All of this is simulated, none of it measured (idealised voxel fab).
The process module that follows is named voxel self aligned contacts.
Displayed cross-section: cut, width of 230 nm, square cells sized 5 nm.
Square cells in a grid make up a cross-section in this document, and the grid is given as bands, listed from the top down, each one or more rows of cells.
The band entry comprises the height of the band's top followed by the height of its bottom, expressed in nm, and subsequently the band's materials from left to right, each stated together with its width in nm. Where a single material is marked with the word "all across", that material fills the band from edge to edge. The word "blank" represents empty space.
Where do heights start? At 0: under that level the wafer as delivered is made of one material only. And the lowest band has no floor; it just carries on downward, as in "top 0, no bottom".
Graded width ("30..40"): value in top row of band = first number; value in bottom row = second number; row-to-row change constant.
"identical to before" -> step changed no cross-section cell.
Look at "Closed cavity list" for the closed voids: empty spaces with no open path to the top, sized 8 cells or up. Each is width x height at distance, distance from the left edge, all nm.
On a step's line, text after the settings is the simulator commenting on that step.
overlay nm: step with mask; distance mask lay right of planned place; negative value = left of planned place.
# Process steps - plan
step 1: RECEIVE with material Si
step 2: CONFORMAL_DEP with material SiO2, thk nm 5
step 3: DIRECTIONAL_DEP with material polySi, thk nm 20
step 4: DIRECTIONAL_DEP with material SiN, thk nm 15
step 5: DIRECTIONAL_DEP with material aC, thk nm 15
step 6: PATTERN with tone cover, mask id GATE, material resist, width nm 25, pitch nm 50, thk nm 30, overlay nm 0
step 7: DIRECTIONAL_ETCH with etch materials aC, depth nm 15
step 8: STRIP with etch materials resist
step 9: DIRECTIONAL_ETCH with etch materials SiN, depth nm 15
step 10: DIRECTIONAL_ETCH with etch materials polySi, depth nm 20
step 11: STRIP with etch materials aC
step 12: CONFORMAL_DEP with material SiN, thk nm 5
step 13: DIRECTIONAL_ETCH with etch materials SiN, depth nm 5
step 14: FILL_DEP with material SiO2, thk nm 15
step 15: CMP with height nm 50
step 16: PATTERN with tone open, mask id CONTACT, material resist, width nm 35, thk nm 15, overlay nm 0
step 17: DIRECTIONAL_ETCH with etch materials SiO2, depth nm 50
step 18: STRIP with etch materials resist
step 19: CONFORMAL_DEP with material TiN, thk nm 5
step 20: FILL_DEP with material Ru, thk nm 10
step 21: CMP with height nm 50
step 22: CONFORMAL_DEP with material SiN, thk nm 5
# Cross-section of the wafer at receipt, which is the condition after step 1
  top 0, no bottom | Si all across
  Closed cavity list: none
# Cross-sectional result after module completion. Note: starting condition and plan are unchanged from above; one processing mistake was made
  top 55, bottom 50 | SiN all across
  top 50, bottom 45 | SiO2: 95; TiN: 5; Ru: 25; TiN: 5; SiO2: 100
  top 45, bottom 40 | SiO2: 95; TiN: 35; SiO2: 100
  top 40, bottom 25 | SiO2: 70; SiN: 40; TiN: 10; SiN: 40; SiO2: 70
  top 25, bottom 5 | SiO2: 70; SiN: 5; polySi: 30; SiN: 5; TiN: 10; SiN: 5; polySi: 30; SiN: 5; SiO2: 70
  top 5, bottom 0 | SiO2: 110; TiN: 10; SiO2: 110
  top 0, no bottom | Si all across
  Closed cavity list: none
Misprocessing identified: for step 6, the planned setting was not used; the step was instead run as PATTERN with tone cover, mask id GATE, material resist, width nm 30, pitch nm 50, thk nm 30, overlay nm 0
